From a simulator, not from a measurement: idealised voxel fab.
Process module under the name voxel gate over fins
Section shown: cut. Width: 240 nm. Cell size: 5 nm, square.
Notation: cross-section as square-cell grid; stated in bands, top first, going down; one or more cell rows per band. Top, bottom (nm), then materials left to right with widths (nm); lone material tagged "full width" fills the whole band edge to edge; "air" = empty space. Height 0 is the level under which the wafer as received is all one material. The lowest band goes on downwards, as in "0 nm and below". Width spec "30->40" -> top row of cells at first value, bottom row at second value, equal per-row change in between. For the purposes of this document, the phrase "no modification" attached to a step denotes that no cell within the cross-section was modified by that step. Under "Closed voids list" you'll find the enclosed gaps, the ones with no way out to the top, that are 8 cells or bigger; each reads width x height at distance, with distance counted from the left edge, everything in nm. Where a step's line continues beyond its settings, the continuation is a remark by the simulator itself on that step. "overlay nm" denotes, for a step that has a mask, the displacement of the mask to the right of its planned place, with negative values corresponding to the left.

# Intended process steps
1,RECEIVE [material Si]
2,CONFORMAL_DEP [material SiN] [thk nm 10]
3,MASKED_ETCH [tone cover] [mask id FINS] [width nm 15] [pitch nm 60] [etch materials SiN] [depth nm 10] [overlay nm 0]
4,MASKED_ETCH [tone cover] [mask id FINS] [width nm 15] [pitch nm 60] [etch materials Si] [depth nm 40] [overlay nm 0]
5,FILL_DEP [material SiO2] [thk nm 15]
6,CMP [height nm 10]
7,PATTERN [tone open] [mask id RAIL] [material resist] [width nm 15] [thk nm 15] [overlay nm -15]
8,DIRECTIONAL_ETCH [etch materials SiO2] [depth nm 45]
9,STRIP [etch materials resist]
10,CONFORMAL_DEP [material TiN] [thk nm 5]
11,FILL_DEP [material W] [thk nm 5]
12,CMP [height nm 10]
13,SELECTIVE_ETCH [etch materials W Ru TiN] [depth nm 30]
14,FILL_DEP [material SiO2] [thk nm 5]
15,CMP [height nm 10]
16,SELECTIVE_ETCH [etch materials SiO2] [depth nm 25]
17,STRIP [etch materials SiN]
18,CONFORMAL_DEP [material HfO2] [thk nm 5]
19,CONFORMAL_DEP [material TiN] [thk nm 5]
20,FILL_DEP [material W] [thk nm 10]
21,CMP [height nm 15]
22,CONFORMAL_DEP [material SiN] [thk nm 10]
Don't read the plan's overlay nm for step 7 as applying to every wafer: that's the first wafer's value, and the wafers differ in it, though they all start identical.

# Cross-section of the first of several wafers as received (after step 1)
> 0 nm and below | Si full width
> Closed voids list: none

# Wafer cross-section (first of several) - module end, post step 22 (last step)
> 25 nm to 15 nm | SiN full width
> 15 nm to 10 nm | W full width
> 10 nm to 5 nm | 70 W, then 35 TiN, then 25 W, then 35 TiN, then 75 W
> 5 nm to 0 nm | 70 W, then 5 TiN, then 25 HfO2, then 5 TiN, then 25 W, then 5 TiN, then 25 HfO2, then 5 TiN, then 75 W
> 0 nm to -5 nm | 70 W, then 5 TiN, then 5 HfO2, then 15 Si, then 5 HfO2, then 5 TiN, then 25 W, then 5 TiN, then 5 HfO2, then 15 Si, then 5 HfO2, then 5 TiN, then 75 W
> -5 nm to -10 nm | 75 TiN, then 5 HfO2, then 15 Si, then 5 HfO2, then 35 TiN, then 5 HfO2, then 15 Si, then 5 HfO2, then 80 TiN
> -10 nm to -15 nm | 80 HfO2, then 15 Si, then 45 HfO2, then 15 Si, then 85 HfO2
> -15 nm to -20 nm | 80 SiO2, then 15 Si, then 45 SiO2, then 15 Si, then 85 SiO2
> -20 nm to -30 nm | 80 SiO2, then 15 Si, then 5 TiN, then 5 W, then 5 TiN, then 30 SiO2, then 15 Si, then 85 SiO2
> -30 nm to -35 nm | 80 SiO2, then 15 Si, then 15 TiN, then 30 SiO2, then 15 Si, then 85 SiO2
> -35 nm to -40 nm | 80 SiO2, then 15 Si, then 45 SiO2, then 15 Si, then 85 SiO2
> -40 nm and below | Si full width
> Closed voids list: none

# Last wafer x-sec, end of module
> 25 nm to 15 nm | SiN full width
> 15 nm to 10 nm | W full width
> 10 nm to 5 nm | 70 W, then 35 TiN, then 25 W, then 35 TiN, then 75 W
> 5 nm to 0 nm | 70 W, then 5 TiN, then 25 HfO2, then 5 TiN, then 25 W, then 5 TiN, then 25 HfO2, then 5 TiN, then 75 W
> 0 nm to -5 nm | 70 W, then 5 TiN, then 5 HfO2, then 15 Si, then 5 HfO2, then 5 TiN, then 25 W, then 5 TiN, then 5 HfO2, then 15 Si, then 5 HfO2, then 5 TiN, then 75 W
> -5 nm to -10 nm | 75 TiN, then 5 HfO2, then 15 Si, then 5 HfO2, then 35 TiN, then 5 HfO2, then 15 Si, then 5 HfO2, then 80 TiN
> -10 nm to -15 nm | 80 HfO2, then 15 Si, then 45 HfO2, then 15 Si, then 85 HfO2
> -15 nm to -20 nm | 80 SiO2, then 15 Si, then 45 SiO2, then 15 Si, then 85 SiO2
> -20 nm to -30 nm | 80 SiO2, then 15 Si, then 30 SiO2, then 5 TiN, then 5 W, then 5 TiN, then 15 Si, then 85 SiO2
> -30 nm to -35 nm | 80 SiO2, then 15 Si, then 30 SiO2, then 15 TiN, then 15 Si, then 85 SiO2
> -35 nm to -40 nm | 80 SiO2, then 15 Si, then 45 SiO2, then 15 Si, then 85 SiO2
> -40 nm and below | Si full width
> Closed voids list: none

# each wafer at the end: cells of each material gained (+) or lost (-) since it was received, then its closed voids
overlay nm -15, +60 HfO2, -336 Si, +96 SiN, +201 SiO2, +67 TiN, +152 W, Closed voids list: none
overlay nm -10, +60 HfO2, -336 Si, +96 SiN, +201 SiO2, +67 TiN, +152 W, Closed voids list: none
overlay nm -5, +60 HfO2, -336 Si, +96 SiN, +201 SiO2, +67 TiN, +152 W, Closed voids list: none
overlay nm 0, +60 HfO2, -336 Si, +96 SiN, +201 SiO2, +67 TiN, +152 W, Closed voids list: none
overlay nm 5, +60 HfO2, -336 Si, +96 SiN, +201 SiO2, +67 TiN, +152 W, Closed voids list: none
overlay nm 10, +60 HfO2, -336 Si, +96 SiN, +201 SiO2, +67 TiN, +152 W, Closed voids list: none
overlay nm 15, +60 HfO2, -336 Si, +96 SiN, +201 SiO2, +67 TiN, +152 W, Closed voids list: none
